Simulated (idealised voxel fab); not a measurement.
Process module under the name voxel gate over fins
Xsec cut, 250 nm wide, square cell size 5 nm.
A cross-section is a grid of square cells, given in bands from the top down. A band is one or more rows of cells.
Band: top height; bottom height; in nm. Then, left to right: material with width in nm, for each material. "all across": a single material spanning edge to edge. "air": empty space.
Note: height 0 marks the level under which the wafer is uniformly one material as received. Lowest band unbounded below, written "0 -> down".
Width spec "30->40" -> top row of cells at first value, bottom row at second value, equal per-row change in between.
"no change", as given for a step, is the statement that not any cell of the cross-section underwent a change during that step.
The entry "Closed void list" lists the empty spaces that cover at least 8 cells and have no open path to the top. Each is written as width x height at distance, where the distance is measured from the left edge and all three values are in nm.
What comes after the settings on a step's line is commentary from the simulator itself on that step.
The optional step-line setting "overlay nm" applies to steps with a mask and quantifies how far to the right of its planned location the mask lay, a negative value indicating leftward placement.
[Below is the list of planned process steps]
1 RECEIVE (material Si)
2 CONFORMAL_DEP (material SiN; thk nm 10)
3 PATTERN (tone cover; mask id FINS; material resist; width nm 15; pitch nm 60; thk nm 20; overlay nm 0)
4 DIRECTIONAL_ETCH (etch materials SiN; depth nm 10)
5 DIRECTIONAL_ETCH (etch materials Si; depth nm 40)
6 STRIP (etch materials resist)
7 OXIDIZE (depth nm 5)
8 FILL_DEP (material SiO2; thk nm 5)
9 CMP (height nm 10)
10 MASKED_ETCH (tone open; mask id RAIL; width nm 15; etch materials SiO2; depth nm 45; overlay nm 0)
11 CONFORMAL_DEP (material TiN; thk nm 5)
12 FILL_DEP (material Ru; thk nm 10)
13 CMP (height nm 10)
14 SELECTIVE_ETCH (etch materials W Ru TiN; depth nm 25)
15 FILL_DEP (material SiO2; thk nm 5)
16 CMP (height nm 10)
17 SELECTIVE_ETCH (etch materials SiO2; depth nm 20)
18 STRIP (etch materials SiN)
19 CONFORMAL_DEP (material HfO2; thk nm 5)
20 CONFORMAL_DEP (material TiN; thk nm 5)
21 CONFORMAL_DEP (material TiAl; thk nm 5)
22 CONFORMAL_DEP (material TiN; thk nm 5)
23 FILL_DEP (material W; thk nm 10)
24 CMP (height nm 25)
25 CONFORMAL_DEP (material SiCN; thk nm 10)
[So, the first of our two wafers, run just as we planned it]
[Cross-section of the wafer as it came to us, i.e., already through step 1]
0 -> down: Si all across
Closed void list: none
[Cross-section of the wafer subsequent to step 2]
10 -> 0: SiN all across
below 0: unchanged
[Cross-section of the wafer subsequent to step 3]
30 -> 10: air=25 | resist=15 | air=45 | resist=15 | air=45 | resist=15 | air=45 | resist=15 | air=30
below 10: unchanged
[Cross-section of the wafer subsequent to step 4]
30 -> 10: air=25 | resist=15 | air=45 | resist=15 | air=45 | resist=15 | air=45 | resist=15 | air=30
10 -> 0: air=25 | SiN=15 | air=45 | SiN=15 | air=45 | SiN=15 | air=45 | SiN=15 | air=30
below 0: unchanged
[Cross-section of the wafer subsequent to step 5]
30 -> 10: air=25 | resist=15 | air=45 | resist=15 | air=45 | resist=15 | air=45 | resist=15 | air=30
10 -> 0: air=25 | SiN=15 | air=45 | SiN=15 | air=45 | SiN=15 | air=45 | SiN=15 | air=30
0 -> -40: air=25 | Si=15 | air=45 | Si=15 | air=45 | Si=15 | air=45 | Si=15 | air=30
below -40: unchanged
[Cross-section of the wafer subsequent to step 6]
10 -> 0: air=25 | SiN=15 | air=45 | SiN=15 | air=45 | SiN=15 | air=45 | SiN=15 | air=30
below 0: unchanged
[Cross-section of the wafer subsequent to step 7]
10 -> 0: air=25 | SiN=15 | air=45 | SiN=15 | air=45 | SiN=15 | air=45 | SiN=15 | air=30
0 -> -40: air=25 | SiO2=5 | Si=5 | SiO2=5 | air=45 | SiO2=5 | Si=5 | SiO2=5 | air=45 | SiO2=5 | Si=5 | SiO2=5 | air=45 | SiO2=5 | Si=5 | SiO2=5 | air=30
-40 -> -45: SiO2=30 | Si=5 | SiO2=55 | Si=5 | SiO2=55 | Si=5 | SiO2=55 | Si=5 | SiO2=35
below -45: unchanged
[Cross-section of the wafer subsequent to step 8]
15 -> 10: SiO2 all across
10 -> 0: SiO2=25 | SiN=15 | SiO2=45 | SiN=15 | SiO2=45 | SiN=15 | SiO2=45 | SiN=15 | SiO2=30
0 -> -45: SiO2=30 | Si=5 | SiO2=55 | Si=5 | SiO2=55 | Si=5 | SiO2=55 | Si=5 | SiO2=35
below -45: unchanged
[Cross-section of the wafer subsequent to step 9]
10 -> 0: SiO2=25 | SiN=15 | SiO2=45 | SiN=15 | SiO2=45 | SiN=15 | SiO2=45 | SiN=15 | SiO2=30
below 0: unchanged
[Cross-section of the wafer subsequent to step 10]
10 -> 0: SiO2=25 | SiN=15 | SiO2=15 | air=15 | SiO2=15 | SiN=15 | SiO2=45 | SiN=15 | SiO2=45 | SiN=15 | SiO2=30
0 -> -35: SiO2=30 | Si=5 | SiO2=20 | air=15 | SiO2=20 | Si=5 | SiO2=55 | Si=5 | SiO2=55 | Si=5 | SiO2=35
below -35: unchanged
[Cross-section of the wafer subsequent to step 11]
15 -> 10: TiN=60 | air=5 | TiN=185
10 -> 0: SiO2=25 | SiN=15 | SiO2=15 | TiN=5 | air=5 | TiN=5 | SiO2=15 | SiN=15 | SiO2=45 | SiN=15 | SiO2=45 | SiN=15 | SiO2=30
0 -> -30: SiO2=30 | Si=5 | SiO2=20 | TiN=5 | air=5 | TiN=5 | SiO2=20 | Si=5 | SiO2=55 | Si=5 | SiO2=55 | Si=5 | SiO2=35
-30 -> -35: SiO2=30 | Si=5 | SiO2=20 | TiN=15 | SiO2=20 | Si=5 | SiO2=55 | Si=5 | SiO2=55 | Si=5 | SiO2=35
below -35: unchanged
[Cross-section of the wafer subsequent to step 12]
25 -> 15: Ru all across
15 -> 10: TiN=60 | Ru=5 | TiN=185
10 -> 0: SiO2=25 | SiN=15 | SiO2=15 | TiN=5 | Ru=5 | TiN=5 | SiO2=15 | SiN=15 | SiO2=45 | SiN=15 | SiO2=45 | SiN=15 | SiO2=30
0 -> -30: SiO2=30 | Si=5 | SiO2=20 | TiN=5 | Ru=5 | TiN=5 | SiO2=20 | Si=5 | SiO2=55 | Si=5 | SiO2=55 | Si=5 | SiO2=35
below -30: unchanged
[Cross-section of the wafer subsequent to step 13]
10 -> 0: SiO2=25 | SiN=15 | SiO2=15 | TiN=5 | Ru=5 | TiN=5 | SiO2=15 | SiN=15 | SiO2=45 | SiN=15 | SiO2=45 | SiN=15 | SiO2=30
below 0: unchanged
[Cross-section of the wafer subsequent to step 14]
10 -> 0: SiO2=25 | SiN=15 | SiO2=15 | air=15 | SiO2=15 | SiN=15 | SiO2=45 | SiN=15 | SiO2=45 | SiN=15 | SiO2=30
0 -> -15: SiO2=30 | Si=5 | SiO2=20 | air=15 | SiO2=20 | Si=5 | SiO2=55 | Si=5 | SiO2=55 | Si=5 | SiO2=35
below -15: unchanged
[Cross-section of the wafer subsequent to step 15]
15 -> 10: SiO2 all across
10 -> 0: SiO2=25 | SiN=15 | SiO2=45 | SiN=15 | SiO2=45 | SiN=15 | SiO2=45 | SiN=15 | SiO2=30
0 -> -15: SiO2=30 | Si=5 | SiO2=55 | Si=5 | SiO2=55 | Si=5 | SiO2=55 | Si=5 | SiO2=35
below -15: unchanged
[Cross-section of the wafer subsequent to step 16]
10 -> 0: SiO2=25 | SiN=15 | SiO2=45 | SiN=15 | SiO2=45 | SiN=15 | SiO2=45 | SiN=15 | SiO2=30
below 0: unchanged
[Cross-section of the wafer subsequent to step 17]
10 -> 0: air=25 | SiN=15 | air=45 | SiN=15 | air=45 | SiN=15 | air=45 | SiN=15 | air=30
0 -> -10: air=30 | Si=5 | air=55 | Si=5 | air=55 | Si=5 | air=55 | Si=5 | air=35
below -10: unchanged
[Cross-section of the wafer subsequent to step 18]
0 -> -10: air=30 | Si=5 | air=55 | Si=5 | air=55 | Si=5 | air=55 | Si=5 | air=35
below -10: unchanged
[Cross-section of the wafer subsequent to step 19]
5 -> 0: air=25 | HfO2=15 | air=45 | HfO2=15 | air=45 | HfO2=15 | air=45 | HfO2=15 | air=30
0 -> -5: air=25 | HfO2=5 | Si=5 | HfO2=5 | air=45 | HfO2=5 | Si=5 | HfO2=5 | air=45 | HfO2=5 | Si=5 | HfO2=5 | air=45 | HfO2=5 | Si=5 | HfO2=5 | air=30
-5 -> -10: HfO2=30 | Si=5 | HfO2=55 | Si=5 | HfO2=55 | Si=5 | HfO2=55 | Si=5 | HfO2=35
below -10: unchanged
[Cross-section of the wafer subsequent to step 20]
10 -> 5: air=20 | TiN=25 | air=35 | TiN=25 | air=35 | TiN=25 | air=35 | TiN=25 | air=25
5 -> 0: air=20 | TiN=5 | HfO2=15 | TiN=5 | air=35 | TiN=5 | HfO2=15 | TiN=5 | air=35 | TiN=5 | HfO2=15 | TiN=5 | air=35 | TiN=5 | HfO2=15 | TiN=5 | air=25
0 -> -5: TiN=25 | HfO2=5 | Si=5 | HfO2=5 | TiN=45 | HfO2=5 | Si=5 | HfO2=5 | TiN=45 | HfO2=5 | Si=5 | HfO2=5 | TiN=45 | HfO2=5 | Si=5 | HfO2=5 | TiN=30
below -5: unchanged
[Cross-section of the wafer subsequent to step 21]
15 -> 10: air=15 | TiAl=35 | air=25 | TiAl=35 | air=25 | TiAl=35 | air=25 | TiAl=35 | air=20
10 -> 5: air=15 | TiAl=5 | TiN=25 | TiAl=5 | air=25 | TiAl=5 | TiN=25 | TiAl=5 | air=25 | TiAl=5 | TiN=25 | TiAl=5 | air=25 | TiAl=5 | TiN=25 | TiAl=5 | air=20
5 -> 0: TiAl=20 | TiN=5 | HfO2=15 | TiN=5 | TiAl=35 | TiN=5 | HfO2=15 | TiN=5 | TiAl=35 | TiN=5 | HfO2=15 | TiN=5 | TiAl=35 | TiN=5 | HfO2=15 | TiN=5 | TiAl=25
below 0: unchanged
[Cross-section of the wafer subsequent to step 22]
20 -> 15: air=10 | TiN=45 | air=15 | TiN=45 | air=15 | TiN=45 | air=15 | TiN=45 | air=15
15 -> 10: air=10 | TiN=5 | TiAl=35 | TiN=5 | air=15 | TiN=5 | TiAl=35 | TiN=5 | air=15 | TiN=5 | TiAl=35 | TiN=5 | air=15 | TiN=5 | TiAl=35 | TiN=5 | air=15
10 -> 5: TiN=15 | TiAl=5 | TiN=25 | TiAl=5 | TiN=25 | TiAl=5 | TiN=25 | TiAl=5 | TiN=25 | TiAl=5 | TiN=25 | TiAl=5 | TiN=25 | TiAl=5 | TiN=25 | TiAl=5 | TiN=20
below 5: unchanged
[Cross-section of the wafer subsequent to step 23]
30 -> 20: W all across
20 -> 15: W=10 | TiN=45 | W=15 | TiN=45 | W=15 | TiN=45 | W=15 | TiN=45 | W=15
15 -> 10: W=10 | TiN=5 | TiAl=35 | TiN=5 | W=15 | TiN=5 | TiAl=35 | TiN=5 | W=15 | TiN=5 | TiAl=35 | TiN=5 | W=15 | TiN=5 | TiAl=35 | TiN=5 | W=15
below 10: unchanged
[Cross-section of the wafer subsequent to step 24]
25 -> 20: W all across
below 20: unchanged
[Cross-section of the wafer subsequent to step 25]
35 -> 25: SiCN all across
below 25: unchanged
[Wafer two of two - same starting point, same process plan, one mistake in execution; matches wafer one up to and including step 16]
[when step 17 should have ended]
10 -> 0: air=25 | SiN=15 | air=45 | SiN=15 | air=45 | SiN=15 | air=45 | SiN=15 | air=30
0 -> -15: air=30 | Si=5 | air=55 | Si=5 | air=55 | Si=5 | air=55 | Si=5 | air=35
-15 -> -30: air=30 | Si=5 | air=20 | TiN=5 | Ru=5 | TiN=5 | air=20 | Si=5 | air=55 | Si=5 | air=55 | Si=5 | air=35
below -30: unchanged
[when step 18 should have ended]
0 -> -15: air=30 | Si=5 | air=55 | Si=5 | air=55 | Si=5 | air=55 | Si=5 | air=35
below -15: unchanged
[when step 19 should have ended]
5 -> 0: air=25 | HfO2=15 | air=45 | HfO2=15 | air=45 | HfO2=15 | air=45 | HfO2=15 | air=30
0 -> -10: air=25 | HfO2=5 | Si=5 | HfO2=5 | air=45 | HfO2=5 | Si=5 | HfO2=5 | air=45 | HfO2=5 | Si=5 | HfO2=5 | air=45 | HfO2=5 | Si=5 | HfO2=5 | air=30
-10 -> -15: air=25 | HfO2=5 | Si=5 | HfO2=5 | air=10 | HfO2=25 | air=10 | HfO2=5 | Si=5 | HfO2=5 | air=45 | HfO2=5 | Si=5 | HfO2=5 | air=45 | HfO2=5 | Si=5 | HfO2=5 | air=30
-15 -> -25: air=25 | HfO2=5 | Si=5 | HfO2=5 | air=10 | HfO2=5 | TiN=5 | Ru=5 | TiN=5 | HfO2=5 | air=10 | HfO2=5 | Si=5 | HfO2=5 | air=45 | HfO2=5 | Si=5 | HfO2=5 | air=45 | HfO2=5 | Si=5 | HfO2=5 | air=30
-25 -> -30: HfO2=30 | Si=5 | HfO2=20 | TiN=5 | Ru=5 | TiN=5 | HfO2=20 | Si=5 | HfO2=55 | Si=5 | HfO2=55 | Si=5 | HfO2=35
below -30: unchanged
[when step 20 should have ended]
10 -> 5: air=20 | TiN=25 | air=35 | TiN=25 | air=35 | TiN=25 | air=35 | TiN=25 | air=25
5 -> 0: air=20 | TiN=5 | HfO2=15 | TiN=5 | air=35 | TiN=5 | HfO2=15 | TiN=5 | air=35 | TiN=5 | HfO2=15 | TiN=5 | air=35 | TiN=5 | HfO2=15 | TiN=5 | air=25
0 -> -5: air=20 | TiN=5 | HfO2=5 | Si=5 | HfO2=5 | TiN=5 | air=35 | TiN=5 | HfO2=5 | Si=5 | HfO2=5 | TiN=5 | air=35 | TiN=5 | HfO2=5 | Si=5 | HfO2=5 | TiN=5 | air=35 | TiN=5 | HfO2=5 | Si=5 | HfO2=5 | TiN=5 | air=25
-5 -> -10: air=20 | TiN=5 | HfO2=5 | Si=5 | HfO2=5 | TiN=45 | HfO2=5 | Si=5 | HfO2=5 | TiN=5 | air=35 | TiN=5 | HfO2=5 | Si=5 | HfO2=5 | TiN=5 | air=35 | TiN=5 | HfO2=5 | Si=5 | HfO2=5 | TiN=5 | air=25
-10 -> -15: air=20 | TiN=5 | HfO2=5 | Si=5 | HfO2=5 | TiN=10 | HfO2=25 | TiN=10 | HfO2=5 | Si=5 | HfO2=5 | TiN=5 | air=35 | TiN=5 | HfO2=5 | Si=5 | HfO2=5 | TiN=5 | air=35 | TiN=5 | HfO2=5 | Si=5 | HfO2=5 | TiN=5 | air=25
-15 -> -20: air=20 | TiN=5 | HfO2=5 | Si=5 | HfO2=5 | TiN=10 | HfO2=5 | TiN=5 | Ru=5 | TiN=5 | HfO2=5 | TiN=10 | HfO2=5 | Si=5 | HfO2=5 | TiN=5 | air=35 | TiN=5 | HfO2=5 | Si=5 | HfO2=5 | TiN=5 | air=35 | TiN=5 | HfO2=5 | Si=5 | HfO2=5 | TiN=5 | air=25
-20 -> -25: TiN=25 | HfO2=5 | Si=5 | HfO2=5 | TiN=10 | HfO2=5 | TiN=5 | Ru=5 | TiN=5 | HfO2=5 | TiN=10 | HfO2=5 | Si=5 | HfO2=5 | TiN=45 | HfO2=5 | Si=5 | HfO2=5 | TiN=45 | HfO2=5 | Si=5 | HfO2=5 | TiN=30
below -25: unchanged
[when step 21 should have ended]
15 -> 10: air=15 | TiAl=35 | air=25 | TiAl=35 | air=25 | TiAl=35 | air=25 | TiAl=35 | air=20
10 -> 5: air=15 | TiAl=5 | TiN=25 | TiAl=5 | air=25 | TiAl=5 | TiN=25 | TiAl=5 | air=25 | TiAl=5 | TiN=25 | TiAl=5 | air=25 | TiAl=5 | TiN=25 | TiAl=5 | air=20
5 -> 0: air=15 | TiAl=5 | TiN=5 | HfO2=15 | TiN=5 | TiAl=5 | air=25 | TiAl=5 | TiN=5 | HfO2=15 | TiN=5 | TiAl=5 | air=25 | TiAl=5 | TiN=5 | HfO2=15 | TiN=5 | TiAl=5 | air=25 | TiAl=5 | TiN=5 | HfO2=15 | TiN=5 | TiAl=5 | air=20
0 -> -5: air=15 | TiAl=5 | TiN=5 | HfO2=5 | Si=5 | HfO2=5 | TiN=5 | TiAl=35 | TiN=5 | HfO2=5 | Si=5 | HfO2=5 | TiN=5 | TiAl=5 | air=25 | TiAl=5 | TiN=5 | HfO2=5 | Si=5 | HfO2=5 | TiN=5 | TiAl=5 | air=25 | TiAl=5 | TiN=5 | HfO2=5 | Si=5 | HfO2=5 | TiN=5 | TiAl=5 | air=20
-5 -> -10: air=15 | TiAl=5 | TiN=5 | HfO2=5 | Si=5 | HfO2=5 | TiN=45 | HfO2=5 | Si=5 | HfO2=5 | TiN=5 | TiAl=5 | air=25 | TiAl=5 | TiN=5 | HfO2=5 | Si=5 | HfO2=5 | TiN=5 | TiAl=5 | air=25 | TiAl=5 | TiN=5 | HfO2=5 | Si=5 | HfO2=5 | TiN=5 | TiAl=5 | air=20
-10 -> -15: air=15 | TiAl=5 | TiN=5 | HfO2=5 | Si=5 | HfO2=5 | TiN=10 | HfO2=25 | TiN=10 | HfO2=5 | Si=5 | HfO2=5 | TiN=5 | TiAl=5 | air=25 | TiAl=5 | TiN=5 | HfO2=5 | Si=5 | HfO2=5 | TiN=5 | TiAl=5 | air=25 | TiAl=5 | TiN=5 | HfO2=5 | Si=5 | HfO2=5 | TiN=5 | TiAl=5 | air=20
-15 -> -20: TiAl=20 | TiN=5 | HfO2=5 | Si=5 | HfO2=5 | TiN=10 | HfO2=5 | TiN=5 | Ru=5 | TiN=5 | HfO2=5 | TiN=10 | HfO2=5 | Si=5 | HfO2=5 | TiN=5 | TiAl=35 | TiN=5 | HfO2=5 | Si=5 | HfO2=5 | TiN=5 | TiAl=35 | TiN=5 | HfO2=5 | Si=5 | HfO2=5 | TiN=5 | TiAl=25
below -20: unchanged
[when step 22 should have ended]
20 -> 15: air=10 | TiN=45 | air=15 | TiN=45 | air=15 | TiN=45 | air=15 | TiN=45 | air=15
15 -> 10: air=10 | TiN=5 | TiAl=35 | TiN=5 | air=15 | TiN=5 | TiAl=35 | TiN=5 | air=15 | TiN=5 | TiAl=35 | TiN=5 | air=15 | TiN=5 | TiAl=35 | TiN=5 | air=15
10 -> 5: air=10 | TiN=5 | TiAl=5 | TiN=25 | TiAl=5 | TiN=5 | air=15 | TiN=5 | TiAl=5 | TiN=25 | TiAl=5 | TiN=5 | air=15 | TiN=5 | TiAl=5 | TiN=25 | TiAl=5 | TiN=5 | air=15 | TiN=5 | TiAl=5 | TiN=25 | TiAl=5 | TiN=5 | air=15
5 -> 0: air=10 | TiN=5 | TiAl=5 | TiN=5 | HfO2=15 | TiN=5 | TiAl=5 | TiN=25 | TiAl=5 | TiN=5 | HfO2=15 | TiN=5 | TiAl=5 | TiN=5 | air=15 | TiN=5 | TiAl=5 | TiN=5 | HfO2=15 | TiN=5 | TiAl=5 | TiN=5 | air=15 | TiN=5 | TiAl=5 | TiN=5 | HfO2=15 | TiN=5 | TiAl=5 | TiN=5 | air=15
0 -> -5: air=10 | TiN=5 | TiAl=5 | TiN=5 | HfO2=5 | Si=5 | HfO2=5 | TiN=5 | TiAl=35 | TiN=5 | HfO2=5 | Si=5 | HfO2=5 | TiN=5 | TiAl=5 | TiN=5 | air=15 | TiN=5 | TiAl=5 | TiN=5 | HfO2=5 | Si=5 | HfO2=5 | TiN=5 | TiAl=5 | TiN=5 | air=15 | TiN=5 | TiAl=5 | TiN=5 | HfO2=5 | Si=5 | HfO2=5 | TiN=5 | TiAl=5 | TiN=5 | air=15
-5 -> -10: air=10 | TiN=5 | TiAl=5 | TiN=5 | HfO2=5 | Si=5 | HfO2=5 | TiN=45 | HfO2=5 | Si=5 | HfO2=5 | TiN=5 | TiAl=5 | TiN=5 | air=15 | TiN=5 | TiAl=5 | TiN=5 | HfO2=5 | Si=5 | HfO2=5 | TiN=5 | TiAl=5 | TiN=5 | air=15 | TiN=5 | TiAl=5 | TiN=5 | HfO2=5 | Si=5 | HfO2=5 | TiN=5 | TiAl=5 | TiN=5 | air=15
-10 -> -15: TiN=15 | TiAl=5 | TiN=5 | HfO2=5 | Si=5 | HfO2=5 | TiN=10 | HfO2=25 | TiN=10 | HfO2=5 | Si=5 | HfO2=5 | TiN=5 | TiAl=5 | TiN=25 | TiAl=5 | TiN=5 | HfO2=5 | Si=5 | HfO2=5 | TiN=5 | TiAl=5 | TiN=25 | TiAl=5 | TiN=5 | HfO2=5 | Si=5 | HfO2=5 | TiN=5 | TiAl=5 | TiN=20
below -15: unchanged
[when step 23 should have ended]
30 -> 20: W all across
20 -> 15: W=10 | TiN=45 | W=15 | TiN=45 | W=15 | TiN=45 | W=15 | TiN=45 | W=15
15 -> 10: W=10 | TiN=5 | TiAl=35 | TiN=5 | W=15 | TiN=5 | TiAl=35 | TiN=5 | W=15 | TiN=5 | TiAl=35 | TiN=5 | W=15 | TiN=5 | TiAl=35 | TiN=5 | W=15
10 -> 5: W=10 | TiN=5 | TiAl=5 | TiN=25 | TiAl=5 | TiN=5 | W=15 | TiN=5 | TiAl=5 | TiN=25 | TiAl=5 | TiN=5 | W=15 | TiN=5 | TiAl=5 | TiN=25 | TiAl=5 | TiN=5 | W=15 | TiN=5 | TiAl=5 | TiN=25 | TiAl=5 | TiN=5 | W=15
5 -> 0: W=10 | TiN=5 | TiAl=5 | TiN=5 | HfO2=15 | TiN=5 | TiAl=5 | TiN=25 | TiAl=5 | TiN=5 | HfO2=15 | TiN=5 | TiAl=5 | TiN=5 | W=15 | TiN=5 | TiAl=5 | TiN=5 | HfO2=15 | TiN=5 | TiAl=5 | TiN=5 | W=15 | TiN=5 | TiAl=5 | TiN=5 | HfO2=15 | TiN=5 | TiAl=5 | TiN=5 | W=15
0 -> -5: W=10 | TiN=5 | TiAl=5 | TiN=5 | HfO2=5 | Si=5 | HfO2=5 | TiN=5 | TiAl=35 | TiN=5 | HfO2=5 | Si=5 | HfO2=5 | TiN=5 | TiAl=5 | TiN=5 | W=15 | TiN=5 | TiAl=5 | TiN=5 | HfO2=5 | Si=5 | HfO2=5 | TiN=5 | TiAl=5 | TiN=5 | W=15 | TiN=5 | TiAl=5 | TiN=5 | HfO2=5 | Si=5 | HfO2=5 | TiN=5 | TiAl=5 | TiN=5 | W=15
-5 -> -10: W=10 | TiN=5 | TiAl=5 | TiN=5 | HfO2=5 | Si=5 | HfO2=5 | TiN=45 | HfO2=5 | Si=5 | HfO2=5 | TiN=5 | TiAl=5 | TiN=5 | W=15 | TiN=5 | TiAl=5 | TiN=5 | HfO2=5 | Si=5 | HfO2=5 | TiN=5 | TiAl=5 | TiN=5 | W=15 | TiN=5 | TiAl=5 | TiN=5 | HfO2=5 | Si=5 | HfO2=5 | TiN=5 | TiAl=5 | TiN=5 | W=15
below -10: unchanged
[when step 24 should have ended]
25 -> 20: W all across
below 20: unchanged
[when step 25 should have ended]
35 -> 25: SiCN all across
below 25: unchanged
what went wrong: yeah, plan step 17 got run twice
Per the end-of-run cell counts, the second wafer holds more or fewer of some materials than the first: +38 HfO2, -175 SiO2, +26 TiAl, +64 TiN, +47 W
